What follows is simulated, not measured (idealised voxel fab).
This section sets out a process module, namely voxel air gaps.
Pictured: cross-section cut, 175 nm wide, on a grid of 5 nm square cells.
A cross-section is a grid of square cells, given in bands from the top down. A band is one or more rows of cells. Band entry format. Leading values: height of top, height of bottom, nm. Remainder: materials in left-to-right order, each with its width in nm. Special words: "everywhere" on a single material, which then fills the band edge to edge; "empty", empty space. The reference from which all heights are counted is 0, the level beneath which the as-received wafer is entirely one material; the lowest band, having no lower bound, proceeds downward and is written after the example "from 0 down". It should be noted that a width expressed as "30..40" varies in equal increments from row to row of cells within the band, taking the value of the first number at the top row and that of the second number at the bottom row. The designation "no alterations made", where it is given for a processing step, indicates that no cell of the cross-section was altered in the course of that step. "Closed void list" enumerates empty spaces isolated from the top, with no open way to it, that contain at least 8 cells, giving each as width x height at distance from the left edge, all three in nm. It should be noted that, on the line of a given step, the content following the step's settings is a remark produced by the simulator itself with respect to that step. "overlay nm" denotes, for a step that has a mask, the displacement of the mask to the right of its planned place, with negative values corresponding to the left.
### The following list gives the planned process steps
1,RECEIVE [material Si]
2,CONFORMAL_DEP [material SiO2] [thk nm 15]
3,CONFORMAL_DEP [material SiCN] [thk nm 5]
4,DIRECTIONAL_DEP [material lowk] [thk nm 35]
5,DIRECTIONAL_DEP [material aC] [thk nm 15]
6,PATTERN [tone open] [mask id LINES] [material resist] [width nm 25] [pitch nm 50] [thk nm 30] [overlay nm 0]
7,DIRECTIONAL_ETCH [etch materials aC] [depth nm 15]
8,STRIP [etch materials resist]
9,DIRECTIONAL_ETCH [etch materials lowk] [depth nm 35]
10,STRIP [etch materials aC]
11,CONFORMAL_DEP [material TiN] [thk nm 5]
12,FILL_DEP [material Cu] [thk nm 5]
13,CMP [height nm 55]
14,EPI [material Ru] [thk nm 10]
15,SELECTIVE_ETCH [etch materials lowk] [depth nm 45]
16,CONFORMAL_DEP [material SiCN] [thk nm 5]
### Cross-sectional view of the wafer in its as-received condition, corresponding to the state after step 1
> from 0 down: Si everywhere
> Closed void list: none
### Looking at the first of two wafers in cross-section at end of module - ran to plan
> from 70 to 65: empty 10, then SiCN 155, then empty 10
> from 65 to 55: empty 10, then SiCN 5, then Ru 45, then SiCN 5, then Ru 45, then SiCN 5, then Ru 45, then SiCN 5, then empty 10
> from 55 to 50: empty 10, then SiCN 15, then TiN 5, then Cu 15, then TiN 5, then SiCN 25, then TiN 5, then Cu 15, then TiN 5, then SiCN 25, then TiN 5, then Cu 15, then TiN 5, then SiCN 15, then empty 10
> from 50 to 25: empty 20, then SiCN 5, then TiN 5, then Cu 15, then TiN 5, then SiCN 5, then empty 15, then SiCN 5, then TiN 5, then Cu 15, then TiN 5, then SiCN 5, then empty 15, then SiCN 5, then TiN 5, then Cu 15, then TiN 5, then SiCN 5, then empty 20
> from 25 to 20: SiCN 25, then TiN 25, then SiCN 25, then TiN 25, then SiCN 25, then TiN 25, then SiCN 25
> from 20 to 15: SiCN everywhere
> from 15 to 0: SiO2 everywhere
> from 0 down: Si everywhere
> Closed void list: 15 x 25 at 55; 15 x 25 at 105
### Cross-section at end of module for the second wafer of two, which matched the first in starting point and plan and differed by one mistake in its processing
> from 60 to 15: SiCN everywhere
> from 15 to 0: SiO2 everywhere
> from 0 down: Si everywhere
> Closed void list: none
What went wrong in running the wafer? step 4 ran differently from the plan; actual operation with settings: DIRECTIONAL_DEP [material SiCN] [thk nm 35]
Wrapping up, a cell-based count of both wafers puts the second over or under the first for these materials: Cu: 54 fewer | Ru: 54 fewer | SiCN: 175 more | TiN: 51 fewer
closed voids at the end (first wafer, second wafer): 2, 0
